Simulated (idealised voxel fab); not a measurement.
process module | voxel transistor to metal
cross-section cut | 185 nm wide | cells 5 nm
A cross-section is a grid of square cells, given in bands from the top down. A band is one or more rows of cells.
Each band's line starts with the height of the band's top and of its bottom, in nm. Then come its materials from left to right, each with its width in nm. One material with "throughout" fills the band from edge to edge. "air" is empty space.
Height 0 is the level under which the wafer as received is all one material. The lowest band goes on downwards, as in "0 down".
A width such as "30 to 40" changes by the same amount from each row of cells to the next, from the band's top row to its bottom row.
"no change" after a step means that no cell of the cross-section changed.
closed voids: empty space of 8 cells or more with no open way to the top, each as width x height at its distance from the left edge, in nm
after a step's settings: what the simulator itself notes on the step
overlay nm, on a step with a mask: how far to the right of its planned place the mask lay; to the left if negative
plan
1 op RECEIVE | material Si
2 op OXIDIZE | depth nm 5
3 op CONFORMAL_DEP | material SiN | thk nm 15
4 op PATTERN | tone cover | mask id ACTIVE | material resist | width nm 115 | thk nm 15 | overlay nm 0
5 op DIRECTIONAL_ETCH | etch materials SiN | depth nm 15
6 op DIRECTIONAL_ETCH | etch materials SiO2 | depth nm 5
7 op DIRECTIONAL_ETCH | etch materials Si | depth nm 30
8 op STRIP | etch materials resist
9 op OXIDIZE | depth nm 5
10 op FILL_DEP | material SiO2 | thk nm 10
11 op CMP | height nm 15
12 op SELECTIVE_ETCH | etch materials SiO2 | depth nm 10
13 op STRIP | etch materials SiN
14 op SELECTIVE_ETCH | etch materials SiO2 | depth nm 5
15 op OXIDIZE | depth nm 5
16 op DIRECTIONAL_DEP | material polySi | thk nm 30
17 op DIRECTIONAL_DEP | material SiCN | thk nm 15
18 op PATTERN | tone cover | mask id GATE | material resist | width nm 35 | thk nm 20 | overlay nm 0
19 op DIRECTIONAL_ETCH | etch materials SiCN | depth nm 25
20 op DIRECTIONAL_ETCH | etch materials polySi | depth nm 40
21 op STRIP | etch materials resist
22 op CONFORMAL_DEP | material SiN | thk nm 5
23 op DIRECTIONAL_ETCH | etch materials SiN | depth nm 5
24 op DIRECTIONAL_ETCH | etch materials SiO2 | depth nm 5
25 op DIRECTIONAL_ETCH | etch materials Si | depth nm 10
26 op EPI | material pSi | thk nm 15
27 op FILL_DEP | material SiO2 | thk nm 5
28 op CMP | height nm 25
29 op STRIP | etch materials polySi
30 op SELECTIVE_ETCH | etch materials SiO2 | depth nm 5
31 op CONFORMAL_DEP | material HfO2 | thk nm 5
32 op CONFORMAL_DEP | material TiN | thk nm 5
33 op FILL_DEP | material W | thk nm 10
34 op CMP | height nm 20
35 op DIRECTIONAL_DEP | material SiO2 | thk nm 10
36 op PATTERN | tone open | mask id CONTACT | material resist | width nm 15 | pitch nm 90 | thk nm 15 | overlay nm 0
37 op DIRECTIONAL_ETCH | etch materials SiO2 | depth nm 35
38 op STRIP | etch materials resist
39 op CONFORMAL_DEP | material TiN | thk nm 5
40 op FILL_DEP | material W | thk nm 10
41 op CMP | height nm 30
42 op CONFORMAL_DEP | material SiCN | thk nm 5
43 op DIRECTIONAL_DEP | material lowk | thk nm 25
44 op PATTERN | tone open | mask id METAL_1 | material resist | width nm 15 | pitch nm 90 | thk nm 15 | overlay nm 0
45 op DIRECTIONAL_ETCH | etch materials lowk | depth nm 25
46 op DIRECTIONAL_ETCH | etch materials SiCN | depth nm 5
47 op STRIP | etch materials resist
48 op CONFORMAL_DEP | material TiN | thk nm 5
49 op FILL_DEP | material Cu | thk nm 10
50 op CMP | height nm 60
51 op EPI | material Ru | thk nm 5
52 op FILL_DEP | material SiCN | thk nm 5
53 op DIRECTIONAL_DEP | material lowk | thk nm 30
54 op MASKED_ETCH | tone open | mask id METAL_2 | width nm 15 | pitch nm 90 | etch materials lowk | depth nm 20 | overlay nm 0
55 op PATTERN | tone open | mask id METAL_2_HOLES | material resist | width nm 15 | pitch nm 90 | thk nm 20 | overlay nm 0
56 op DIRECTIONAL_ETCH | etch materials lowk | depth nm 10
57 op DIRECTIONAL_ETCH | etch materials SiCN | depth nm 5
58 op STRIP | etch materials resist
59 op CONFORMAL_DEP | material TiN | thk nm 5
60 op FILL_DEP | material Cu | thk nm 5
61 op CMP | height nm 100
62 op CONFORMAL_DEP | material SiCN | thk nm 5
first wafer, as planned
as received, after step 1
  0 down: Si throughout
  closed voids: none
after step 2
  0 to -5: SiO2 throughout
  below -5: unchanged
after step 3
  15 to 0: SiN throughout
  below 0: unchanged
after step 4
  30 to 15: air 35 | resist 115 | air 35
  below 15: unchanged
after step 5
  30 to 15: air 35 | resist 115 | air 35
  15 to 0: air 35 | SiN 115 | air 35
  below 0: unchanged
after step 6
  30 to 15: air 35 | resist 115 | air 35
  15 to 0: air 35 | SiN 115 | air 35
  0 to -5: air 35 | SiO2 115 | air 35
  below -5: unchanged
after step 7
  30 to 15: air 35 | resist 115 | air 35
  15 to 0: air 35 | SiN 115 | air 35
  0 to -5: air 35 | SiO2 115 | air 35
  -5 to -35: air 35 | Si 115 | air 35
  below -35: unchanged
after step 8
  15 to 0: air 35 | SiN 115 | air 35
  below 0: unchanged
after step 9
  15 to 0: air 35 | SiN 115 | air 35
  0 to -5: air 35 | SiO2 115 | air 35
  -5 to -35: air 35 | SiO2 5 | Si 105 | SiO2 5 | air 35
  -35 to -40: SiO2 40 | Si 105 | SiO2 40
  below -40: unchanged
after step 10
  25 to 15: SiO2 throughout
  15 to 0: SiO2 35 | SiN 115 | SiO2 35
  0 to -5: SiO2 throughout
  -5 to -40: SiO2 40 | Si 105 | SiO2 40
  below -40: unchanged
after step 11
  15 to 0: SiO2 35 | SiN 115 | SiO2 35
  below 0: unchanged
after step 12
  15 to 5: air 35 | SiN 115 | air 35
  below 5: unchanged
after step 13
  5 to 0: SiO2 35 | air 115 | SiO2 35
  below 0: unchanged
after step 14
  0 to -5: SiO2 30 | air 125 | SiO2 30
  below -5: unchanged
after step 15
  0 to -5: SiO2 30 | air 125 | SiO2 30
  -5 to -10: SiO2 throughout
  below -10: unchanged
after step 16
  30 to 25: polySi 30 | air 125 | polySi 30
  25 to 0: polySi throughout
  0 to -5: SiO2 30 | polySi 125 | SiO2 30
  below -5: unchanged
after step 17
  45 to 40: SiCN 30 | air 125 | SiCN 30
  40 to 30: SiCN throughout
  30 to 25: polySi 30 | SiCN 125 | polySi 30
  below 25: unchanged
after step 18
  65 to 45: air 75 | resist 35 | air 75
  45 to 40: SiCN 30 | air 45 | resist 35 | air 45 | SiCN 30
  below 40: unchanged
after step 19
  65 to 40: air 75 | resist 35 | air 75
  40 to 30: air 75 | SiCN 35 | air 75
  30 to 25: polySi 30 | air 45 | SiCN 35 | air 45 | polySi 30
  below 25: unchanged
after step 20
  65 to 40: air 75 | resist 35 | air 75
  40 to 25: air 75 | SiCN 35 | air 75
  25 to 0: air 75 | polySi 35 | air 75
  0 to -5: SiO2 30 | air 45 | polySi 35 | air 45 | SiO2 30
  below -5: unchanged
after step 21
  40 to 25: air 75 | SiCN 35 | air 75
  below 25: unchanged
after step 22
  45 to 40: air 70 | SiN 45 | air 70
  40 to 25: air 70 | SiN 5 | SiCN 35 | SiN 5 | air 70
  25 to 5: air 70 | SiN 5 | polySi 35 | SiN 5 | air 70
  5 to 0: SiN 35 | air 35 | SiN 5 | polySi 35 | SiN 5 | air 35 | SiN 35
  0 to -5: SiO2 30 | SiN 45 | polySi 35 | SiN 45 | SiO2 30
  below -5: unchanged
after step 23
  40 to 25: air 70 | SiN 5 | SiCN 35 | SiN 5 | air 70
  25 to 0: air 70 | SiN 5 | polySi 35 | SiN 5 | air 70
  0 to -5: SiO2 30 | SiN 5 | air 35 | SiN 5 | polySi 35 | SiN 5 | air 35 | SiN 5 | SiO2 30
  below -5: unchanged
after step 24
  40 to 25: air 70 | SiN 5 | SiCN 35 | SiN 5 | air 70
  25 to 0: air 70 | SiN 5 | polySi 35 | SiN 5 | air 70
  0 to -5: air 30 | SiN 5 | air 35 | SiN 5 | polySi 35 | SiN 5 | air 35 | SiN 5 | air 30
  -5 to -10: SiO2 35 | air 35 | SiO2 45 | air 35 | SiO2 35
  below -10: unchanged
after step 25
  40 to 25: air 70 | SiN 5 | SiCN 35 | SiN 5 | air 70
  25 to 0: air 70 | SiN 5 | polySi 35 | SiN 5 | air 70
  0 to -5: air 30 | SiN 5 | air 35 | SiN 5 | polySi 35 | SiN 5 | air 35 | SiN 5 | air 30
  -5 to -10: SiO2 35 | air 35 | SiO2 45 | air 35 | SiO2 35
  -10 to -20: SiO2 40 | air 30 | Si 45 | air 30 | SiO2 40
  below -20: unchanged
after step 26
  40 to 25: air 70 | SiN 5 | SiCN 35 | SiN 5 | air 70
  25 to 5: air 70 | SiN 5 | polySi 35 | SiN 5 | air 70
  5 to 0: air 55 | pSi 15 | SiN 5 | polySi 35 | SiN 5 | pSi 15 | air 55
  0 to -5: air 30 | SiN 5 | air 20 | pSi 15 | SiN 5 | polySi 35 | SiN 5 | pSi 15 | air 20 | SiN 5 | air 30
  -5 to -10: SiO2 35 | pSi 35 | SiO2 45 | pSi 35 | SiO2 35
  -10 to -20: SiO2 40 | pSi 30 | Si 45 | pSi 30 | SiO2 40
  below -20: unchanged
after step 27
  45 to 40: SiO2 throughout
  40 to 25: SiO2 70 | SiN 5 | SiCN 35 | SiN 5 | SiO2 70
  25 to 5: SiO2 70 | SiN 5 | polySi 35 | SiN 5 | SiO2 70
  5 to 0: SiO2 55 | pSi 15 | SiN 5 | polySi 35 | SiN 5 | pSi 15 | SiO2 55
  0 to -5: SiO2 30 | SiN 5 | SiO2 20 | pSi 15 | SiN 5 | polySi 35 | SiN 5 | pSi 15 | SiO2 20 | SiN 5 | SiO2 30
  below -5: unchanged
after step 28
  25 to 5: SiO2 70 | SiN 5 | polySi 35 | SiN 5 | SiO2 70
  below 5: unchanged
after step 29
  25 to 5: SiO2 70 | SiN 5 | air 35 | SiN 5 | SiO2 70
  5 to 0: SiO2 55 | pSi 15 | SiN 5 | air 35 | SiN 5 | pSi 15 | SiO2 55
  0 to -5: SiO2 30 | SiN 5 | SiO2 20 | pSi 15 | SiN 5 | air 35 | SiN 5 | pSi 15 | SiO2 20 | SiN 5 | SiO2 30
  below -5: unchanged
after step 30
  25 to 20: air 70 | SiN 5 | air 35 | SiN 5 | air 70
  20 to 5: SiO2 70 | SiN 5 | air 35 | SiN 5 | SiO2 70
  5 to 0: SiO2 55 | pSi 15 | SiN 5 | air 35 | SiN 5 | pSi 15 | SiO2 55
  0 to -5: SiO2 30 | SiN 5 | SiO2 20 | pSi 15 | SiN 5 | air 35 | SiN 5 | pSi 15 | SiO2 20 | SiN 5 | SiO2 30
  -5 to -10: SiO2 35 | pSi 35 | air 45 | pSi 35 | SiO2 35
  below -10: unchanged
after step 31
  30 to 25: air 65 | HfO2 15 | air 25 | HfO2 15 | air 65
  25 to 20: HfO2 70 | SiN 5 | HfO2 5 | air 25 | HfO2 5 | SiN 5 | HfO2 70
  20 to 5: SiO2 70 | SiN 5 | HfO2 5 | air 25 | HfO2 5 | SiN 5 | SiO2 70
  5 to 0: SiO2 55 | pSi 15 | SiN 5 | HfO2 5 | air 25 | HfO2 5 | SiN 5 | pSi 15 | SiO2 55
  0 to -5: SiO2 30 | SiN 5 | SiO2 20 | pSi 15 | SiN 5 | HfO2 5 | air 25 | HfO2 5 | SiN 5 | pSi 15 | SiO2 20 | SiN 5 | SiO2 30
  -5 to -10: SiO2 35 | pSi 35 | HfO2 45 | pSi 35 | SiO2 35
  below -10: unchanged
after step 32
  35 to 30: air 60 | TiN 25 | air 15 | TiN 25 | air 60
  30 to 25: TiN 65 | HfO2 15 | TiN 5 | air 15 | TiN 5 | HfO2 15 | TiN 65
  25 to 20: HfO2 70 | SiN 5 | HfO2 5 | TiN 5 | air 15 | TiN 5 | HfO2 5 | SiN 5 | HfO2 70
  20 to 5: SiO2 70 | SiN 5 | HfO2 5 | TiN 5 | air 15 | TiN 5 | HfO2 5 | SiN 5 | SiO2 70
  5 to 0: SiO2 55 | pSi 15 | SiN 5 | HfO2 5 | TiN 5 | air 15 | TiN 5 | HfO2 5 | SiN 5 | pSi 15 | SiO2 55
  0 to -5: SiO2 30 | SiN 5 | SiO2 20 | pSi 15 | SiN 5 | HfO2 5 | TiN 25 | HfO2 5 | SiN 5 | pSi 15 | SiO2 20 | SiN 5 | SiO2 30
  below -5: unchanged
after step 33
  45 to 35: W throughout
  35 to 30: W 60 | TiN 25 | W 15 | TiN 25 | W 60
  30 to 25: TiN 65 | HfO2 15 | TiN 5 | W 15 | TiN 5 | HfO2 15 | TiN 65
  25 to 20: HfO2 70 | SiN 5 | HfO2 5 | TiN 5 | W 15 | TiN 5 | HfO2 5 | SiN 5 | HfO2 70
  20 to 5: SiO2 70 | SiN 5 | HfO2 5 | TiN 5 | W 15 | TiN 5 | HfO2 5 | SiN 5 | SiO2 70
  5 to 0: SiO2 55 | pSi 15 | SiN 5 | HfO2 5 | TiN 5 | W 15 | TiN 5 | HfO2 5 | SiN 5 | pSi 15 | SiO2 55
  below 0: unchanged
after step 34
  20 to 5: SiO2 70 | SiN 5 | HfO2 5 | TiN 5 | W 15 | TiN 5 | HfO2 5 | SiN 5 | SiO2 70
  below 5: unchanged
after step 35
  30 to 20: SiO2 throughout
  below 20: unchanged
after step 36
  45 to 30: resist 40 | air 15 | resist 75 | air 15 | resist 40
  below 30: unchanged
after step 37
  45 to 30: resist 40 | air 15 | resist 75 | air 15 | resist 40
  30 to 20: SiO2 40 | air 15 | SiO2 75 | air 15 | SiO2 40
  20 to 5: SiO2 40 | air 15 | SiO2 15 | SiN 5 | HfO2 5 | TiN 5 | W 15 | TiN 5 | HfO2 5 | SiN 5 | SiO2 15 | air 15 | SiO2 40
  5 to 0: SiO2 40 | air 15 | pSi 15 | SiN 5 | HfO2 5 | TiN 5 | W 15 | TiN 5 | HfO2 5 | SiN 5 | pSi 15 | air 15 | SiO2 40
  0 to -5: SiO2 30 | SiN 5 | SiO2 5 | air 15 | pSi 15 | SiN 5 | HfO2 5 | TiN 25 | HfO2 5 | SiN 5 | pSi 15 | air 15 | SiO2 5 | SiN 5 | SiO2 30
  below -5: unchanged
after step 38
  30 to 20: SiO2 40 | air 15 | SiO2 75 | air 15 | SiO2 40
  below 20: unchanged
after step 39
  35 to 30: TiN 45 | air 5 | TiN 85 | air 5 | TiN 45
  30 to 20: SiO2 40 | TiN 5 | air 5 | TiN 5 | SiO2 75 | TiN 5 | air 5 | TiN 5 | SiO2 40
  20 to 5: SiO2 40 | TiN 5 | air 5 | TiN 5 | SiO2 15 | SiN 5 | HfO2 5 | TiN 5 | W 15 | TiN 5 | HfO2 5 | SiN 5 | SiO2 15 | TiN 5 | air 5 | TiN 5 | SiO2 40
  5 to 0: SiO2 40 | TiN 5 | air 5 | TiN 5 | pSi 15 | SiN 5 | HfO2 5 | TiN 5 | W 15 | TiN 5 | HfO2 5 | SiN 5 | pSi 15 | TiN 5 | air 5 | TiN 5 | SiO2 40
  0 to -5: SiO2 30 | SiN 5 | SiO2 5 | TiN 15 | pSi 15 | SiN 5 | HfO2 5 | TiN 25 | HfO2 5 | SiN 5 | pSi 15 | TiN 15 | SiO2 5 | SiN 5 | SiO2 30
  below -5: unchanged
after step 40
  45 to 35: W throughout
  35 to 30: TiN 45 | W 5 | TiN 85 | W 5 | TiN 45
  30 to 20: SiO2 40 | TiN 5 | W 5 | TiN 5 | SiO2 75 | TiN 5 | W 5 | TiN 5 | SiO2 40
  20 to 5: SiO2 40 | TiN 5 | W 5 | TiN 5 | SiO2 15 | SiN 5 | HfO2 5 | TiN 5 | W 15 | TiN 5 | HfO2 5 | SiN 5 | SiO2 15 | TiN 5 | W 5 | TiN 5 | SiO2 40
  5 to 0: SiO2 40 | TiN 5 | W 5 | TiN 5 | pSi 15 | SiN 5 | HfO2 5 | TiN 5 | W 15 | TiN 5 | HfO2 5 | SiN 5 | pSi 15 | TiN 5 | W 5 | TiN 5 | SiO2 40
  below 0: unchanged
after step 41
  30 to 20: SiO2 40 | TiN 5 | W 5 | TiN 5 | SiO2 75 | TiN 5 | W 5 | TiN 5 | SiO2 40
  below 20: unchanged
after step 42
  35 to 30: SiCN throughout
  below 30: unchanged
after step 43
  60 to 35: lowk throughout
  below 35: unchanged
after step 44
  75 to 60: resist 40 | air 15 | resist 75 | air 15 | resist 40
  below 60: unchanged
after step 45
  75 to 60: resist 40 | air 15 | resist 75 | air 15 | resist 40
  60 to 35: lowk 40 | air 15 | lowk 75 | air 15 | lowk 40
  below 35: unchanged
after step 46
  75 to 60: resist 40 | air 15 | resist 75 | air 15 | resist 40
  60 to 35: lowk 40 | air 15 | lowk 75 | air 15 | lowk 40
  35 to 30: SiCN 40 | air 15 | SiCN 75 | air 15 | SiCN 40
  below 30: unchanged
after step 47
  60 to 35: lowk 40 | air 15 | lowk 75 | air 15 | lowk 40
  below 35: unchanged
after step 48
  65 to 60: TiN 45 | air 5 | TiN 85 | air 5 | TiN 45
  60 to 35: lowk 40 | TiN 5 | air 5 | TiN 5 | lowk 75 | TiN 5 | air 5 | TiN 5 | lowk 40
  35 to 30: SiCN 40 | TiN 15 | SiCN 75 | TiN 15 | SiCN 40
  below 30: unchanged
after step 49
  75 to 65: Cu throughout
  65 to 60: TiN 45 | Cu 5 | TiN 85 | Cu 5 | TiN 45
  60 to 35: lowk 40 | TiN 5 | Cu 5 | TiN 5 | lowk 75 | TiN 5 | Cu 5 | TiN 5 | lowk 40
  below 35: unchanged
after step 50
  60 to 35: lowk 40 | TiN 5 | Cu 5 | TiN 5 | lowk 75 | TiN 5 | Cu 5 | TiN 5 | lowk 40
  below 35: unchanged
after step 51
  65 to 60: air 35 | Ru 25 | air 65 | Ru 25 | air 35
  below 60: unchanged
after step 52
  70 to 65: SiCN throughout
  65 to 60: SiCN 35 | Ru 25 | SiCN 65 | Ru 25 | SiCN 35
  below 60: unchanged
after step 53
  100 to 70: lowk throughout
  below 70: unchanged
after step 54
  100 to 80: lowk 40 | air 15 | lowk 75 | air 15 | lowk 40
  below 80: unchanged
after step 55
  120 to 100: resist 40 | air 15 | resist 75 | air 15 | resist 40
  below 100: unchanged
after step 56
  120 to 100: resist 40 | air 15 | resist 75 | air 15 | resist 40
  100 to 70: lowk 40 | air 15 | lowk 75 | air 15 | lowk 40
  below 70: unchanged
after step 57
  120 to 100: resist 40 | air 15 | resist 75 | air 15 | resist 40
  100 to 70: lowk 40 | air 15 | lowk 75 | air 15 | lowk 40
  70 to 65: SiCN 40 | air 15 | SiCN 75 | air 15 | SiCN 40
  below 65: unchanged
after step 58
  100 to 70: lowk 40 | air 15 | lowk 75 | air 15 | lowk 40
  below 70: unchanged
after step 59
  105 to 100: TiN 45 | air 5 | TiN 85 | air 5 | TiN 45
  100 to 70: lowk 40 | TiN 5 | air 5 | TiN 5 | lowk 75 | TiN 5 | air 5 | TiN 5 | lowk 40
  70 to 65: SiCN 40 | TiN 15 | SiCN 75 | TiN 15 | SiCN 40
  below 65: unchanged
after step 60
  110 to 105: Cu throughout
  105 to 100: TiN 45 | Cu 5 | TiN 85 | Cu 5 | TiN 45
  100 to 70: lowk 40 | TiN 5 | Cu 5 | TiN 5 | lowk 75 | TiN 5 | Cu 5 | TiN 5 | lowk 40
  below 70: unchanged
after step 61
  100 to 70: lowk 40 | TiN 5 | Cu 5 | TiN 5 | lowk 75 | TiN 5 | Cu 5 | TiN 5 | lowk 40
  below 70: unchanged
after step 62
  105 to 100: SiCN throughout
  below 100: unchanged
second wafer: like start, like plan, one mistake. Through step 24 it matches the first wafer
when step 25 should have ended
  40 to 25: air 70 | SiN 5 | SiCN 35 | SiN 5 | air 70
  25 to 5: air 70 | SiN 5 | polySi 35 | SiN 5 | air 70
  5 to 0: air 30 | pSi 40 | SiN 5 | polySi 35 | SiN 5 | pSi 40 | air 30
  0 to -5: air 30 | SiN 5 | pSi 35 | SiN 5 | polySi 35 | SiN 5 | pSi 35 | SiN 5 | air 30
  -5 to -10: SiO2 35 | pSi 35 | SiO2 45 | pSi 35 | SiO2 35
  below -10: unchanged
when step 26 should have ended
  40 to 25: air 70 | SiN 5 | SiCN 35 | SiN 5 | air 70
  25 to 0: air 70 | SiN 5 | polySi 35 | SiN 5 | air 70
  0 to -5: air 30 | SiN 5 | air 35 | SiN 5 | polySi 35 | SiN 5 | air 35 | SiN 5 | air 30
  below -5: unchanged
when step 27 should have ended
  45 to 40: SiO2 throughout
  40 to 25: SiO2 70 | SiN 5 | SiCN 35 | SiN 5 | SiO2 70
  25 to 0: SiO2 70 | SiN 5 | polySi 35 | SiN 5 | SiO2 70
  0 to -5: SiO2 30 | SiN 5 | SiO2 35 | SiN 5 | polySi 35 | SiN 5 | SiO2 35 | SiN 5 | SiO2 30
  below -5: unchanged
when step 28 should have ended
  25 to 0: SiO2 70 | SiN 5 | polySi 35 | SiN 5 | SiO2 70
  below 0: unchanged
when step 29 should have ended
  25 to 0: SiO2 70 | SiN 5 | air 35 | SiN 5 | SiO2 70
  0 to -5: SiO2 30 | SiN 5 | SiO2 35 | SiN 5 | air 35 | SiN 5 | SiO2 35 | SiN 5 | SiO2 30
  below -5: unchanged
when step 30 should have ended
  25 to 20: air 70 | SiN 5 | air 35 | SiN 5 | air 70
  20 to 0: SiO2 70 | SiN 5 | air 35 | SiN 5 | SiO2 70
  0 to -5: SiO2 30 | SiN 5 | SiO2 35 | SiN 5 | air 35 | SiN 5 | SiO2 35 | SiN 5 | SiO2 30
  -5 to -10: SiO2 35 | pSi 35 | air 45 | pSi 35 | SiO2 35
  below -10: unchanged
when step 31 should have ended
  30 to 25: air 65 | HfO2 15 | air 25 | HfO2 15 | air 65
  25 to 20: HfO2 70 | SiN 5 | HfO2 5 | air 25 | HfO2 5 | SiN 5 | HfO2 70
  20 to 0: SiO2 70 | SiN 5 | HfO2 5 | air 25 | HfO2 5 | SiN 5 | SiO2 70
  0 to -5: SiO2 30 | SiN 5 | SiO2 35 | SiN 5 | HfO2 5 | air 25 | HfO2 5 | SiN 5 | SiO2 35 | SiN 5 | SiO2 30
  -5 to -10: SiO2 35 | pSi 35 | HfO2 45 | pSi 35 | SiO2 35
  below -10: unchanged
when step 32 should have ended
  35 to 30: air 60 | TiN 25 | air 15 | TiN 25 | air 60
  30 to 25: TiN 65 | HfO2 15 | TiN 5 | air 15 | TiN 5 | HfO2 15 | TiN 65
  25 to 20: HfO2 70 | SiN 5 | HfO2 5 | TiN 5 | air 15 | TiN 5 | HfO2 5 | SiN 5 | HfO2 70
  20 to 0: SiO2 70 | SiN 5 | HfO2 5 | TiN 5 | air 15 | TiN 5 | HfO2 5 | SiN 5 | SiO2 70
  0 to -5: SiO2 30 | SiN 5 | SiO2 35 | SiN 5 | HfO2 5 | TiN 25 | HfO2 5 | SiN 5 | SiO2 35 | SiN 5 | SiO2 30
  below -5: unchanged
when step 33 should have ended
  45 to 35: W throughout
  35 to 30: W 60 | TiN 25 | W 15 | TiN 25 | W 60
  30 to 25: TiN 65 | HfO2 15 | TiN 5 | W 15 | TiN 5 | HfO2 15 | TiN 65
  25 to 20: HfO2 70 | SiN 5 | HfO2 5 | TiN 5 | W 15 | TiN 5 | HfO2 5 | SiN 5 | HfO2 70
  20 to 0: SiO2 70 | SiN 5 | HfO2 5 | TiN 5 | W 15 | TiN 5 | HfO2 5 | SiN 5 | SiO2 70
  below 0: unchanged
when step 34 should have ended
  20 to 0: SiO2 70 | SiN 5 | HfO2 5 | TiN 5 | W 15 | TiN 5 | HfO2 5 | SiN 5 | SiO2 70
  below 0: unchanged
when step 35 should have ended
  30 to 20: SiO2 throughout
  below 20: unchanged
when step 36 should have ended
  45 to 30: resist 40 | air 15 | resist 75 | air 15 | resist 40
  below 30: unchanged
when step 37 should have ended
  45 to 30: resist 40 | air 15 | resist 75 | air 15 | resist 40
  30 to 20: SiO2 40 | air 15 | SiO2 75 | air 15 | SiO2 40
  20 to 0: SiO2 40 | air 15 | SiO2 15 | SiN 5 | HfO2 5 | TiN 5 | W 15 | TiN 5 | HfO2 5 | SiN 5 | SiO2 15 | air 15 | SiO2 40
  0 to -5: SiO2 30 | SiN 5 | SiO2 5 | air 15 | SiO2 15 | SiN 5 | HfO2 5 | TiN 25 | HfO2 5 | SiN 5 | SiO2 15 | air 15 | SiO2 5 | SiN 5 | SiO2 30
  below -5: unchanged
when step 38 should have ended
  30 to 20: SiO2 40 | air 15 | SiO2 75 | air 15 | SiO2 40
  below 20: unchanged
when step 39 should have ended
  35 to 30: TiN 45 | air 5 | TiN 85 | air 5 | TiN 45
  30 to 20: SiO2 40 | TiN 5 | air 5 | TiN 5 | SiO2 75 | TiN 5 | air 5 | TiN 5 | SiO2 40
  20 to 0: SiO2 40 | TiN 5 | air 5 | TiN 5 | SiO2 15 | SiN 5 | HfO2 5 | TiN 5 | W 15 | TiN 5 | HfO2 5 | SiN 5 | SiO2 15 | TiN 5 | air 5 | TiN 5 | SiO2 40
  0 to -5: SiO2 30 | SiN 5 | SiO2 5 | TiN 15 | SiO2 15 | SiN 5 | HfO2 5 | TiN 25 | HfO2 5 | SiN 5 | SiO2 15 | TiN 15 | SiO2 5 | SiN 5 | SiO2 30
  below -5: unchanged
when step 40 should have ended
  45 to 35: W throughout
  35 to 30: TiN 45 | W 5 | TiN 85 | W 5 | TiN 45
  30 to 20: SiO2 40 | TiN 5 | W 5 | TiN 5 | SiO2 75 | TiN 5 | W 5 | TiN 5 | SiO2 40
  20 to 0: SiO2 40 | TiN 5 | W 5 | TiN 5 | SiO2 15 | SiN 5 | HfO2 5 | TiN 5 | W 15 | TiN 5 | HfO2 5 | SiN 5 | SiO2 15 | TiN 5 | W 5 | TiN 5 | SiO2 40
  below 0: unchanged
when step 41 should have ended
  30 to 20: SiO2 40 | TiN 5 | W 5 | TiN 5 | SiO2 75 | TiN 5 | W 5 | TiN 5 | SiO2 40
  below 20: unchanged
when step 42 should have ended
  35 to 30: SiCN throughout
  below 30: unchanged
when step 43 should have ended
  60 to 35: lowk throughout
  below 35: unchanged
when step 44 should have ended
  75 to 60: resist 40 | air 15 | resist 75 | air 15 | resist 40
  below 60: unchanged
when step 45 should have ended
  75 to 60: resist 40 | air 15 | resist 75 | air 15 | resist 40
  60 to 35: lowk 40 | air 15 | lowk 75 | air 15 | lowk 40
  below 35: unchanged
when step 46 should have ended
  75 to 60: resist 40 | air 15 | resist 75 | air 15 | resist 40
  60 to 35: lowk 40 | air 15 | lowk 75 | air 15 | lowk 40
  35 to 30: SiCN 40 | air 15 | SiCN 75 | air 15 | SiCN 40
  below 30: unchanged
when step 47 should have ended
  60 to 35: lowk 40 | air 15 | lowk 75 | air 15 | lowk 40
  below 35: unchanged
when step 48 should have ended
  65 to 60: TiN 45 | air 5 | TiN 85 | air 5 | TiN 45
  60 to 35: lowk 40 | TiN 5 | air 5 | TiN 5 | lowk 75 | TiN 5 | air 5 | TiN 5 | lowk 40
  35 to 30: SiCN 40 | TiN 15 | SiCN 75 | TiN 15 | SiCN 40
  below 30: unchanged
when step 49 should have ended
  75 to 65: Cu throughout
  65 to 60: TiN 45 | Cu 5 | TiN 85 | Cu 5 | TiN 45
  60 to 35: lowk 40 | TiN 5 | Cu 5 | TiN 5 | lowk 75 | TiN 5 | Cu 5 | TiN 5 | lowk 40
  below 35: unchanged
when step 50 should have ended
  60 to 35: lowk 40 | TiN 5 | Cu 5 | TiN 5 | lowk 75 | TiN 5 | Cu 5 | TiN 5 | lowk 40
  below 35: unchanged
when step 51 should have ended
  65 to 60: air 35 | Ru 25 | air 65 | Ru 25 | air 35
  below 60: unchanged
when step 52 should have ended
  70 to 65: SiCN throughout
  65 to 60: SiCN 35 | Ru 25 | SiCN 65 | Ru 25 | SiCN 35
  below 60: unchanged
when step 53 should have ended
  100 to 70: lowk throughout
  below 70: unchanged
when step 54 should have ended
  100 to 80: lowk 40 | air 15 | lowk 75 | air 15 | lowk 40
  below 80: unchanged
when step 55 should have ended
  120 to 100: resist 40 | air 15 | resist 75 | air 15 | resist 40
  below 100: unchanged
when step 56 should have ended
  120 to 100: resist 40 | air 15 | resist 75 | air 15 | resist 40
  100 to 70: lowk 40 | air 15 | lowk 75 | air 15 | lowk 40
  below 70: unchanged
when step 57 should have ended
  120 to 100: resist 40 | air 15 | resist 75 | air 15 | resist 40
  100 to 70: lowk 40 | air 15 | lowk 75 | air 15 | lowk 40
  70 to 65: SiCN 40 | air 15 | SiCN 75 | air 15 | SiCN 40
  below 65: unchanged
when step 58 should have ended
  100 to 70: lowk 40 | air 15 | lowk 75 | air 15 | lowk 40
  below 70: unchanged
when step 59 should have ended
  105 to 100: TiN 45 | air 5 | TiN 85 | air 5 | TiN 45
  100 to 70: lowk 40 | TiN 5 | air 5 | TiN 5 | lowk 75 | TiN 5 | air 5 | TiN 5 | lowk 40
  70 to 65: SiCN 40 | TiN 15 | SiCN 75 | TiN 15 | SiCN 40
  below 65: unchanged
when step 60 should have ended
  110 to 105: Cu throughout
  105 to 100: TiN 45 | Cu 5 | TiN 85 | Cu 5 | TiN 45
  100 to 70: lowk 40 | TiN 5 | Cu 5 | TiN 5 | lowk 75 | TiN 5 | Cu 5 | TiN 5 | lowk 40
  below 70: unchanged
when step 61 should have ended
  100 to 70: lowk 40 | TiN 5 | Cu 5 | TiN 5 | lowk 75 | TiN 5 | Cu 5 | TiN 5 | lowk 40
  below 70: unchanged
when step 62 should have ended
  105 to 100: SiCN throughout
  below 100: unchanged
what went wrong: steps 25 and 26 were swapped
at the end the second wafer has, in cells: 24 more of Si | 12 more of SiO2 | 36 fewer of pSi
